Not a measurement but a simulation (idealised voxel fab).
Process module under the name voxel self aligned vias
FYI the section here is cut, 295 nm wide, cells are 5 nm squares.
For the purposes of this document, a cross-section shall be understood as a grid of square cells, specified as bands listed in top-to-bottom order, each band consisting of one or more rows of cells.
Top, bottom (nm), then materials left to right with widths (nm); lone material tagged "edge to edge" fills the whole band edge to edge; "air" = empty space.
A quick word on heights: they are counted from 0, and under that level the wafer as it came to us is one material throughout. The lowest band is different from the rest in having no bottom; it simply continues downward, written as in "0 down".
Note: "30..40" means the width goes from the first number (top row of the band) to the second number (bottom row) in equal steps per row of cells.
Step marked "all unchanged"? Then no cell in the cross-section changed in it.
Enclosed voids (no open way to top), threshold 8 cells or more, entry "Trapped void list", notation width x height at distance, distance from left edge, nm.
Note: text after step settings on the step line = simulator remark on that step.
overlay nm: right-of-plan distance of the mask on a masked step; negative values mean left-of-plan.
**List of planned process steps**
1: RECEIVE [material Si]
2: CONFORMAL_DEP [material SiO2] [thk nm 10]
3: CONFORMAL_DEP [material SiCN] [thk nm 5]
4: DIRECTIONAL_DEP [material lowk] [thk nm 25]
5: DIRECTIONAL_DEP [material aC] [thk nm 10]
6: PATTERN [tone open] [mask id LINES] [material resist] [width nm 25] [pitch nm 50] [thk nm 30] [overlay nm 0]
7: DIRECTIONAL_ETCH [etch materials aC] [depth nm 10]
8: STRIP [etch materials resist]
9: DIRECTIONAL_ETCH [etch materials lowk] [depth nm 25]
10: STRIP [etch materials aC]
11: CONFORMAL_DEP [material TiN] [thk nm 5]
12: FILL_DEP [material Ru] [thk nm 5]
13: CMP [height nm 40]
14: SELECTIVE_ETCH [etch materials W Ru TiN] [depth nm 5]
15: FILL_DEP [material SiN] [thk nm 10]
16: CMP [height nm 40]
17: DIRECTIONAL_DEP [material lowk] [thk nm 15]
18: PATTERN [tone open] [mask id VIAS] [material resist] [width nm 35] [thk nm 15] [overlay nm 0]
19: DIRECTIONAL_ETCH [etch materials lowk] [depth nm 15]
20: DIRECTIONAL_ETCH [etch materials SiN] [depth nm 5]
21: STRIP [etch materials resist]
22: CONFORMAL_DEP [material TiN] [thk nm 5]
23: FILL_DEP [material Cu] [thk nm 10]
24: CMP [height nm 55]
25: CONFORMAL_DEP [material SiCN] [thk nm 5]
**Of two wafers, the first: run according to plan**
**So this is the incoming wafer in cross-section - it's already been through step 1**
> 0 down | Si edge to edge
> Trapped void list: none
**How the wafer stands in section after step 2**
> 10 to 0 | SiO2 edge to edge
> Below a height of 0, the structure has not been altered.
**How the wafer stands in section after step 3**
> 15 to 10 | SiCN edge to edge
> Below a height of 10, the structure has not been altered.
**How the wafer stands in section after step 4**
> 40 to 15 | lowk edge to edge
> Below a height of 15, the structure has not been altered.
**How the wafer stands in section after step 5**
> 50 to 40 | aC edge to edge
> Below a height of 40, the structure has not been altered.
**How the wafer stands in section after step 6**
> 80 to 50 | resist (110) | air (25) | resist (25) | air (25) | resist (110)
> Below a height of 50, the structure has not been altered.
**How the wafer stands in section after step 7**
> 70 to 50 | resist (110) | air (25) | resist (25) | air (25) | resist (110)
> 50 to 40 | aC (110) | air (25) | aC (25) | air (25) | aC (110)
> Below a height of 40, the structure has not been altered.
**How the wafer stands in section after step 8**
> 50 to 40 | aC (110) | air (25) | aC (25) | air (25) | aC (110)
> Below a height of 40, the structure has not been altered.
**How the wafer stands in section after step 9**
> 50 to 40 | aC (110) | air (25) | aC (25) | air (25) | aC (110)
> 40 to 15 | lowk (110) | air (25) | lowk (25) | air (25) | lowk (110)
> Below a height of 15, the structure has not been altered.
**How the wafer stands in section after step 10**
> 40 to 15 | lowk (110) | air (25) | lowk (25) | air (25) | lowk (110)
> Below a height of 15, the structure has not been altered.
**How the wafer stands in section after step 11**
> 45 to 40 | TiN (115) | air (15) | TiN (35) | air (15) | TiN (115)
> 40 to 20 | lowk (110) | TiN (5) | air (15) | TiN (5) | lowk (25) | TiN (5) | air (15) | TiN (5) | lowk (110)
> 20 to 15 | lowk (110) | TiN (25) | lowk (25) | TiN (25) | lowk (110)
> Below a height of 15, the structure has not been altered.
**How the wafer stands in section after step 12**
> 50 to 45 | Ru edge to edge
> 45 to 40 | TiN (115) | Ru (15) | TiN (35) | Ru (15) | TiN (115)
> 40 to 20 | lowk (110) | TiN (5) | Ru (15) | TiN (5) | lowk (25) | TiN (5) | Ru (15) | TiN (5) | lowk (110)
> Below a height of 20, the structure has not been altered.
**How the wafer stands in section after step 13**
> 40 to 20 | lowk (110) | TiN (5) | Ru (15) | TiN (5) | lowk (25) | TiN (5) | Ru (15) | TiN (5) | lowk (110)
> Below a height of 20, the structure has not been altered.
**How the wafer stands in section after step 14**
> 40 to 35 | lowk (110) | air (25) | lowk (25) | air (25) | lowk (110)
> Below a height of 35, the structure has not been altered.
**How the wafer stands in section after step 15**
> 50 to 40 | SiN edge to edge
> 40 to 35 | lowk (110) | SiN (25) | lowk (25) | SiN (25) | lowk (110)
> Below a height of 35, the structure has not been altered.
**How the wafer stands in section after step 16**
> 40 to 35 | lowk (110) | SiN (25) | lowk (25) | SiN (25) | lowk (110)
> Below a height of 35, the structure has not been altered.
**How the wafer stands in section after step 17**
> 55 to 40 | lowk edge to edge
> Below a height of 40, the structure has not been altered.
**How the wafer stands in section after step 18**
> 70 to 55 | resist (105) | air (35) | resist (155)
> Below a height of 55, the structure has not been altered.
**How the wafer stands in section after step 19**
> 70 to 55 | resist (105) | air (35) | resist (155)
> 55 to 40 | lowk (105) | air (35) | lowk (155)
> Below a height of 40, the structure has not been altered.
**How the wafer stands in section after step 20**
> 70 to 55 | resist (105) | air (35) | resist (155)
> 55 to 40 | lowk (105) | air (35) | lowk (155)
> 40 to 35 | lowk (110) | air (25) | lowk (25) | SiN (25) | lowk (110)
> Below a height of 35, the structure has not been altered.
**How the wafer stands in section after step 21**
> 55 to 40 | lowk (105) | air (35) | lowk (155)
> Below a height of 40, the structure has not been altered.
**How the wafer stands in section after step 22**
> 60 to 55 | TiN (110) | air (25) | TiN (160)
> 55 to 45 | lowk (105) | TiN (5) | air (25) | TiN (5) | lowk (155)
> 45 to 40 | lowk (105) | TiN (10) | air (15) | TiN (10) | lowk (155)
> 40 to 35 | lowk (110) | TiN (25) | lowk (25) | SiN (25) | lowk (110)
> Below a height of 35, the structure has not been altered.
**How the wafer stands in section after step 23**
> 70 to 60 | Cu edge to edge
> 60 to 55 | TiN (110) | Cu (25) | TiN (160)
> 55 to 45 | lowk (105) | TiN (5) | Cu (25) | TiN (5) | lowk (155)
> 45 to 40 | lowk (105) | TiN (10) | Cu (15) | TiN (10) | lowk (155)
> Below a height of 40, the structure has not been altered.
**How the wafer stands in section after step 24**
> 55 to 45 | lowk (105) | TiN (5) | Cu (25) | TiN (5) | lowk (155)
> Below a height of 45, the structure has not been altered.
**How the wafer stands in section after step 25**
> 60 to 55 | SiCN edge to edge
> Below a height of 55, the structure has not been altered.
**Companion wafer, the second of two: same beginning, same intended sequence, one mistake in carrying it out; through step 23 inclusive it tracks the first exactly**
when step 24 should have ended: all unchanged
**when step 25 should have ended**
> 75 to 70 | SiCN edge to edge
> Below a height of 70, the structure has not been altered.
Error vs. plan: step 24 was dropped from the plan's execution and never run
Final tally in cells, some materials are higher or lower on the second wafer than on the first: 123 more of Cu; 54 more of TiN
